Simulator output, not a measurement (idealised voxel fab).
process module | voxel lift off
cross-section cut | 250 nm wide | cells 5 nm
A cross-section is a grid of square cells, given in bands from the top down. A band is one or more rows of cells.
Each band's line starts with the height of the band's top and of its bottom, in nm. Then come its materials from left to right, each with its width in nm. One material with "throughout" fills the band from edge to edge. "air" is empty space.
Height 0 is the level under which the wafer as received is all one material. The lowest band goes on downwards, as in "0 down".
A width such as "30 to 40" changes by the same amount from each row of cells to the next, from the band's top row to its bottom row.
"no change" after a step means that no cell of the cross-section changed.
closed voids: empty space of 8 cells or more with no open way to the top, each as width x height at its distance from the left edge, in nm
after a step's settings: what the simulator itself notes on the step
overlay nm, on a step with a mask: how far to the right of its planned place the mask lay; to the left if negative
plan
1 op RECEIVE | material Si
2 op CONFORMAL_DEP | material SiN | thk nm 15
3 op PATTERN | tone open | mask id LINES | material resist | width nm 30 | pitch nm 50 | thk nm 25 | overlay nm 0
4 op DIRECTIONAL_DEP | material Ru | thk nm 15
5 op STRIP | etch materials resist
6 op CONFORMAL_DEP | material SiCN | thk nm 10
as received, after step 1
  0 down: Si throughout
  closed voids: none
a wafer at the end: this start, this plan, one mistake
  40 to 30: air 20 | SiCN 200 | air 30
  30 to 25: air 20 | SiCN 10 | Ru 30 | SiCN 20 | Ru 30 | SiCN 20 | Ru 30 | SiCN 20 | Ru 30 | SiCN 10 | air 30
  25 to 15: SiCN 30 | Ru 30 | SiCN 20 | Ru 30 | SiCN 20 | Ru 30 | SiCN 20 | Ru 30 | SiCN 40
  15 to 0: SiN throughout
  0 down: Si throughout
  closed voids: none
what went wrong: step 3 ran as: op PATTERN | tone open | mask id LINES | material resist | width nm 30 | pitch nm 50 | thk nm 25 | overlay nm -5
